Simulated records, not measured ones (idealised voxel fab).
process module | voxel self aligned contacts
cross-section cut | 270 nm wide | cells 5 nm
A cross-section is a grid of square cells, given in bands from the top down. A band is one or more rows of cells.
Each band's line starts with the height of the band's top and of its bottom, in nm. Then come its materials from left to right, each with its width in nm. One material with "throughout" fills the band from edge to edge. "air" is empty space.
Height 0 is the level under which the wafer as received is all one material. The lowest band goes on downwards, as in "0 down".
A width such as "30 to 40" changes by the same amount from each row of cells to the next, from the band's top row to its bottom row.
"no change" after a step means that no cell of the cross-section changed.
closed voids: empty space of 8 cells or more with no open way to the top, each as width x height at its distance from the left edge, in nm
after a step's settings: what the simulator itself notes on the step
overlay nm, on a step with a mask: how far to the right of its planned place the mask lay; to the left if negative
plan
1 op RECEIVE | material Si
2 op OXIDIZE | depth nm 5
3 op DIRECTIONAL_DEP | material polySi | thk nm 25
4 op DIRECTIONAL_DEP | material SiN | thk nm 20
5 op PATTERN | tone cover | mask id GATE | material resist | width nm 25 | pitch nm 70 | thk nm 20 | overlay nm 0
6 op DIRECTIONAL_ETCH | etch materials SiN | depth nm 20
7 op DIRECTIONAL_ETCH | etch materials polySi | depth nm 25
8 op STRIP | etch materials resist
9 op CONFORMAL_DEP | material SiN | thk nm 10
10 op DIRECTIONAL_ETCH | etch materials SiN | depth nm 10
11 op FILL_DEP | material SiO2 | thk nm 10
12 op CMP | height nm 50
13 op PATTERN | tone open | mask id CONTACT | material resist | width nm 55 | pitch nm 70 | thk nm 15 | overlay nm 0
14 op DIRECTIONAL_ETCH | etch materials SiO2 | depth nm 55
15 op STRIP | etch materials resist
16 op CONFORMAL_DEP | material TiN | thk nm 5
17 op FILL_DEP | material W | thk nm 10
18 op CMP | height nm 50
19 op CONFORMAL_DEP | material SiN | thk nm 5
as received, after step 1
  0 down: Si throughout
  closed voids: none
first wafer at the end, as planned
  55 to 50: SiN throughout
  50 to 45: SiO2 70 | TiN 20 | W 15 | TiN 20 | SiO2 15 | TiN 20 | W 15 | TiN 20 | SiO2 75
  45 to 25: SiO2 40 | SiN 45 | TiN 5 | W 15 | TiN 5 | SiN 45 | TiN 5 | W 15 | TiN 5 | SiN 45 | SiO2 45
  25 to 0: SiO2 40 | SiN 10 | polySi 25 | SiN 10 | TiN 5 | W 15 | TiN 5 | SiN 10 | polySi 25 | SiN 10 | TiN 5 | W 15 | TiN 5 | SiN 10 | polySi 25 | SiN 10 | SiO2 45
  0 to -5: SiO2 85 | TiN 25 | SiO2 45 | TiN 25 | SiO2 90
  -5 down: Si throughout
  closed voids: none
second wafer at the end: like start, like plan, one mistake
  70 to 65: SiN throughout
  65 to 55: W throughout
  55 to 50: TiN 75 | W 45 | TiN 25 | W 45 | TiN 80
  50 to 45: SiO2 70 | TiN 20 | W 15 | TiN 20 | SiO2 15 | TiN 20 | W 15 | TiN 20 | SiO2 75
  45 to 25: SiO2 40 | SiN 45 | TiN 5 | W 15 | TiN 5 | SiN 45 | TiN 5 | W 15 | TiN 5 | SiN 45 | SiO2 45
  25 to 0: SiO2 40 | SiN 10 | polySi 25 | SiN 10 | TiN 5 | W 15 | TiN 5 | SiN 10 | polySi 25 | SiN 10 | TiN 5 | W 15 | TiN 5 | SiN 10 | polySi 25 | SiN 10 | SiO2 45
  0 to -5: SiO2 85 | TiN 25 | SiO2 45 | TiN 25 | SiO2 90
  -5 down: Si throughout
  closed voids: none
what went wrong: step 18 was left out
at the end the second wafer has, in cells: 36 more of TiN | 126 more of W
